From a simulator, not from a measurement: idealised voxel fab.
process module | voxel wiring stack
cross-section cut | 240 nm wide | cells 5 nm
A cross-section is a grid of square cells, given in bands from the top down. A band is one or more rows of cells.
Each band's line starts with the height of the band's top and of its bottom, in nm. Then come its materials from left to right, each with its width in nm. One material with "throughout" fills the band from edge to edge. "air" is empty space.
Height 0 is the level under which the wafer as received is all one material. The lowest band goes on downwards, as in "0 down".
A width such as "30 to 40" changes by the same amount from each row of cells to the next, from the band's top row to its bottom row.
"no change" after a step means that no cell of the cross-section changed.
closed voids: empty space of 8 cells or more with no open way to the top, each as width x height at its distance from the left edge, in nm
after a step's settings: what the simulator itself notes on the step
overlay nm, on a step with a mask: how far to the right of its planned place the mask lay; to the left if negative
plan
1 op RECEIVE | material Si
2 op CONFORMAL_DEP | material SiO2 | thk nm 10
3 op DIRECTIONAL_DEP | material TiN | thk nm 5
4 op DIRECTIONAL_DEP | material Ru | thk nm 15
5 op DIRECTIONAL_DEP | material aC | thk nm 10
6 op PATTERN | tone cover | mask id METAL_1 | material resist | width nm 20 | pitch nm 50 | thk nm 30 | overlay nm 0
7 op DIRECTIONAL_ETCH | etch materials aC | depth nm 10
8 op STRIP | etch materials resist
9 op DIRECTIONAL_ETCH | etch materials Ru | depth nm 15
10 op DIRECTIONAL_ETCH | etch materials TiN | depth nm 5
11 op STRIP | etch materials aC
12 op CONFORMAL_DEP | material SiN | thk nm 5
13 op FILL_DEP | material SiO2 | thk nm 10
14 op CMP | height nm 30
15 op CONFORMAL_DEP | material SiCN | thk nm 5
16 op DIRECTIONAL_DEP | material lowk | thk nm 10
17 op PATTERN | tone open | mask id PLUG_1 | material resist | width nm 15 | pitch nm 50 | thk nm 15 | overlay nm 0
18 op DIRECTIONAL_ETCH | etch materials lowk | depth nm 10
19 op DIRECTIONAL_ETCH | etch materials SiCN | depth nm 5
20 op STRIP | etch materials resist
21 op EPI | material Ru | thk nm 10
22 op EPI | material Ru | thk nm 5
23 op CONFORMAL_DEP | material SiN | thk nm 5
24 op DIRECTIONAL_DEP | material SiO2 | thk nm 20
25 op PATTERN | tone open | mask id METAL_2 | material resist | width nm 20 | pitch nm 50 | thk nm 15 | overlay nm 0
26 op DIRECTIONAL_ETCH | etch materials SiO2 | depth nm 20
27 op DIRECTIONAL_ETCH | etch materials SiN | depth nm 5
28 op STRIP | etch materials resist
29 op CONFORMAL_DEP | material TiN | thk nm 5
30 op FILL_DEP | material Cu | thk nm 5
31 op CMP | height nm 70
32 op EPI | material Ru | thk nm 5
33 op FILL_DEP | material SiCN | thk nm 5
34 op DIRECTIONAL_DEP | material SiO2 | thk nm 15
35 op MASKED_ETCH | tone open | mask id PLUG_2 | width nm 15 | pitch nm 50 | etch materials SiO2 | depth nm 15 | overlay nm 0
36 op MASKED_ETCH | tone open | mask id PLUG_2 | width nm 15 | pitch nm 50 | etch materials SiCN | depth nm 5 | overlay nm 0
37 op EPI | material Ru | thk nm 10
38 op EPI | material Ru | thk nm 10
39 op DIRECTIONAL_DEP | material TiN | thk nm 5
40 op DIRECTIONAL_DEP | material Ru | thk nm 25
41 op MASKED_ETCH | tone cover | mask id METAL_3 | width nm 20 | pitch nm 50 | etch materials Ru | depth nm 25 | overlay nm 0
42 op MASKED_ETCH | tone cover | mask id METAL_3 | width nm 20 | pitch nm 50 | etch materials TiN | depth nm 5 | overlay nm 0
43 op FILL_DEP | material lowk | thk nm 5
44 op CMP | height nm 125
45 op CONFORMAL_DEP | material SiN | thk nm 5
as received, after step 1
  0 down: Si throughout
  closed voids: none
a wafer at the end: this start, this plan, one mistake
  130 to 125: SiN throughout
  125 to 100: lowk 60 | Ru 20 | lowk 30 | Ru 20 | lowk 30 | Ru 20 | lowk 60
  100 to 95: lowk 60 | TiN 20 | lowk 30 | TiN 20 | lowk 30 | TiN 20 | lowk 60
  95 to 80: SiO2 60 | Ru 15 | SiO2 35 | Ru 15 | SiO2 35 | Ru 15 | SiO2 65
  80 to 75: SiCN 60 | Ru 15 | SiCN 35 | Ru 15 | SiCN 35 | Ru 15 | SiCN 65
  75 to 70: Ru throughout
  70 to 65: Cu throughout
  65 to 60: TiN 65 | Cu 10 | TiN 40 | Cu 10 | TiN 40 | Cu 10 | TiN 65
  60 to 40: SiO2 60 | TiN 5 | Cu 10 | TiN 5 | SiO2 30 | TiN 5 | Cu 10 | TiN 5 | SiO2 30 | TiN 5 | Cu 10 | TiN 5 | SiO2 60
  40 to 35: SiN 60 | TiN 20 | SiN 30 | TiN 20 | SiN 30 | TiN 20 | SiN 60
  35 to 25: lowk 60 | Ru 15 | lowk 35 | Ru 15 | lowk 35 | Ru 15 | lowk 65
  25 to 20: SiCN 60 | Ru 15 | SiCN 35 | Ru 15 | SiCN 35 | Ru 15 | SiCN 65
  20 to 15: SiO2 55 | SiN 5 | Ru 20 | SiN 5 | SiO2 20 | SiN 5 | Ru 20 | SiN 5 | SiO2 20 | SiN 5 | Ru 20 | SiN 5 | SiO2 55
  15 to 10: SiN 60 | TiN 20 | SiN 30 | TiN 20 | SiN 30 | TiN 20 | SiN 60
  10 to 0: SiO2 throughout
  0 down: Si throughout
  closed voids: none
what went wrong: step 14 ran as: op CMP | height nm 20
